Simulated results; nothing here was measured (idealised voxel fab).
process module | voxel air gaps
The width of the displayed cross-section, cut, is 170 nm; its cells are square, with a size of 5 nm.
Throughout this document, each cross-section is represented as a grid of square cells and is presented as a sequence of bands enumerated from the top downward, where a band comprises one or more rows of cells. It is stipulated that each band's entry specify, in nanometres, the height of the top of the band and then that of its bottom, followed by the materials of the band in left-to-right sequence, each together with its width in nanometres. A single material marked by the word "everywhere" is understood to fill the band from edge to edge; the word "empty" is understood to denote empty space. A quick word on heights: they are counted from 0, and under that level the wafer as it came to us is one material throughout. The lowest band is different from the rest in having no bottom; it simply continues downward, written as in "0..down". So if you see something like "30->40" for the width, read it as the top row of the band sitting at the first number and the bottom row at the second, with every row in between moving by the same amount as the last. It should be understood that the words "no change occurred", when stated for a given step, signify that the cross-section underwent no change in any of its cells during that step. What "Closed-off voids" gives you is every empty space of 8 cells or more that is cut off from the top. Each appears as width x height at distance, with the distance taken from the left edge and width, height and distance all in nm. On a step's line, text after the settings is the simulator commenting on that step. "overlay nm", when on a step's line for a step with a mask, measures how far to the right of its planned place the mask lay; a negative measure means to the left.
STEPS IN THE PROCESS PLAN
step 1: RECEIVE [material Si]
step 2: CONFORMAL_DEP [material SiO2] [thk nm 10]
step 3: CONFORMAL_DEP [material SiN] [thk nm 5]
step 4: DIRECTIONAL_DEP [material SiO2] [thk nm 40]
step 5: PATTERN [tone open] [mask id LINES] [material resist] [width nm 25] [pitch nm 50] [thk nm 20] [overlay nm 0]
step 6: DIRECTIONAL_ETCH [etch materials SiO2] [depth nm 40]
step 7: STRIP [etch materials resist]
step 8: CONFORMAL_DEP [material TiN] [thk nm 5]
step 9: FILL_DEP [material Cu] [thk nm 5]
step 10: CMP [height nm 55]
step 11: EPI [material Ru] [thk nm 10]
step 12: SELECTIVE_ETCH [etch materials SiO2] [depth nm 50]
step 13: CONFORMAL_DEP [material SiN] [thk nm 5]
THE FIRST OF TWO WAFERS, RUN AS PLANNED
CROSS-SECTIONAL VIEW OF THE WAFER IN ITS AS-RECEIVED CONDITION, CORRESPONDING TO THE STATE AFTER STEP 1
> 0..down  Si everywhere
> Closed-off voids: none
THE WAFER IN CROSS-SECTION ONCE STEP 2 IS COMPLETE
> 10..0  SiO2 everywhere
> Unchanged below 0.
THE WAFER IN CROSS-SECTION ONCE STEP 3 IS COMPLETE
> 15..10  SiN everywhere
> Unchanged below 10.
THE WAFER IN CROSS-SECTION ONCE STEP 4 IS COMPLETE
> 55..15  SiO2 everywhere
> Unchanged below 15.
THE WAFER IN CROSS-SECTION ONCE STEP 5 IS COMPLETE
> 75..55  resist 20 nm / empty 25 nm / resist 25 nm / empty 25 nm / resist 25 nm / empty 25 nm / resist 25 nm
> Unchanged below 55.
THE WAFER IN CROSS-SECTION ONCE STEP 6 IS COMPLETE
> 75..55  resist 20 nm / empty 25 nm / resist 25 nm / empty 25 nm / resist 25 nm / empty 25 nm / resist 25 nm
> 55..15  SiO2 20 nm / empty 25 nm / SiO2 25 nm / empty 25 nm / SiO2 25 nm / empty 25 nm / SiO2 25 nm
> Unchanged below 15.
THE WAFER IN CROSS-SECTION ONCE STEP 7 IS COMPLETE
> 55..15  SiO2 20 nm / empty 25 nm / SiO2 25 nm / empty 25 nm / SiO2 25 nm / empty 25 nm / SiO2 25 nm
> Unchanged below 15.
THE WAFER IN CROSS-SECTION ONCE STEP 8 IS COMPLETE
> 60..55  TiN 25 nm / empty 15 nm / TiN 35 nm / empty 15 nm / TiN 35 nm / empty 15 nm / TiN 30 nm
> 55..20  SiO2 20 nm / TiN 5 nm / empty 15 nm / TiN 5 nm / SiO2 25 nm / TiN 5 nm / empty 15 nm / TiN 5 nm / SiO2 25 nm / TiN 5 nm / empty 15 nm / TiN 5 nm / SiO2 25 nm
> 20..15  SiO2 20 nm / TiN 25 nm / SiO2 25 nm / TiN 25 nm / SiO2 25 nm / TiN 25 nm / SiO2 25 nm
> Unchanged below 15.
THE WAFER IN CROSS-SECTION ONCE STEP 9 IS COMPLETE
> 65..60  Cu everywhere
> 60..55  TiN 25 nm / Cu 15 nm / TiN 35 nm / Cu 15 nm / TiN 35 nm / Cu 15 nm / TiN 30 nm
> 55..20  SiO2 20 nm / TiN 5 nm / Cu 15 nm / TiN 5 nm / SiO2 25 nm / TiN 5 nm / Cu 15 nm / TiN 5 nm / SiO2 25 nm / TiN 5 nm / Cu 15 nm / TiN 5 nm / SiO2 25 nm
> Unchanged below 20.
THE WAFER IN CROSS-SECTION ONCE STEP 10 IS COMPLETE
> 55..20  SiO2 20 nm / TiN 5 nm / Cu 15 nm / TiN 5 nm / SiO2 25 nm / TiN 5 nm / Cu 15 nm / TiN 5 nm / SiO2 25 nm / TiN 5 nm / Cu 15 nm / TiN 5 nm / SiO2 25 nm
> Unchanged below 20.
THE WAFER IN CROSS-SECTION ONCE STEP 11 IS COMPLETE
> 65..55  empty 10 nm / Ru 45 nm / empty 5 nm / Ru 45 nm / empty 5 nm / Ru 45 nm / empty 15 nm
> Unchanged below 55.
THE WAFER IN CROSS-SECTION ONCE STEP 12 IS COMPLETE
> 65..55  empty 10 nm / Ru 45 nm / empty 5 nm / Ru 45 nm / empty 5 nm / Ru 45 nm / empty 15 nm
> 55..20  empty 20 nm / TiN 5 nm / Cu 15 nm / TiN 5 nm / empty 25 nm / TiN 5 nm / Cu 15 nm / TiN 5 nm / empty 25 nm / TiN 5 nm / Cu 15 nm / TiN 5 nm / empty 25 nm
> 20..15  empty 20 nm / TiN 25 nm / empty 25 nm / TiN 25 nm / empty 25 nm / TiN 25 nm / empty 25 nm
> Unchanged below 15.
THE WAFER IN CROSS-SECTION ONCE STEP 13 IS COMPLETE
> 70..65  empty 5 nm / SiN 155 nm / empty 10 nm
> 65..55  empty 5 nm / SiN 5 nm / Ru 45 nm / SiN 5 nm / Ru 45 nm / SiN 5 nm / Ru 45 nm / SiN 5 nm / empty 10 nm
> 55..50  empty 5 nm / SiN 15 nm / TiN 5 nm / Cu 15 nm / TiN 5 nm / SiN 25 nm / TiN 5 nm / Cu 15 nm / TiN 5 nm / SiN 25 nm / TiN 5 nm / Cu 15 nm / TiN 5 nm / SiN 15 nm / empty 10 nm
> 50..20  empty 15 nm / SiN 5 nm / TiN 5 nm / Cu 15 nm / TiN 5 nm / SiN 5 nm / empty 15 nm / SiN 5 nm / TiN 5 nm / Cu 15 nm / TiN 5 nm / SiN 5 nm / empty 15 nm / SiN 5 nm / TiN 5 nm / Cu 15 nm / TiN 5 nm / SiN 5 nm / empty 20 nm
> 20..15  SiN 20 nm / TiN 25 nm / SiN 25 nm / TiN 25 nm / SiN 25 nm / TiN 25 nm / SiN 25 nm
> Unchanged below 15.
> Closed-off voids: 15 x 30 at 50; 15 x 30 at 100
REGARDING THE SECOND OF THE TWO WAFERS: IT SHARED THE FIRST WAFER'S STARTING CONDITION AND PROCESS PLAN, YET ONE ERROR OCCURRED DURING ITS EXECUTION. ITS HISTORY COINCIDES WITH THAT OF THE FIRST WAFER UP TO AND INCLUDING STEP 2
SECOND WAFER, CUT VIEW, END OF STEP 3 PER PLAN
> 50..0  SiO2 everywhere
> Unchanged below 0.
SECOND WAFER, CUT VIEW, END OF STEP 4 PER PLAN
> 55..50  SiN everywhere
> Unchanged below 50.
SECOND WAFER, CUT VIEW, END OF STEP 5 PER PLAN
> 75..55  resist 20 nm / empty 25 nm / resist 25 nm / empty 25 nm / resist 25 nm / empty 25 nm / resist 25 nm
> Unchanged below 55.
Second wafer, cut view, end of step 6 per plan: no change occurred
SECOND WAFER, CUT VIEW, END OF STEP 7 PER PLAN
> 55..50  SiN everywhere
> Unchanged below 50.
SECOND WAFER, CUT VIEW, END OF STEP 8 PER PLAN
> 60..55  TiN everywhere
> Unchanged below 55.
SECOND WAFER, CUT VIEW, END OF STEP 9 PER PLAN
> 65..60  Cu everywhere
> Unchanged below 60.
SECOND WAFER, CUT VIEW, END OF STEP 10 PER PLAN
> 55..50  SiN everywhere
> Unchanged below 50.
Second wafer, cut view, end of step 11 per plan: no change occurred
Second wafer, cut view, end of step 12 per plan: no change occurred
SECOND WAFER, CUT VIEW, END OF STEP 13 PER PLAN
> 60..50  SiN everywhere
> Unchanged below 50.
Nonconformance to the process plan: the executed order of steps 3 and 4 is the reverse of that specified in the plan, each step having taken the other's position
The final cell counts differ between the wafers, with the second having more or fewer of some materials than the first: 63 fewer of Cu | 54 fewer of Ru | 76 fewer of SiN | 272 more of SiO2 | 57 fewer of TiN
Closed voids, final: 2 / 0 (first wafer / second wafer).
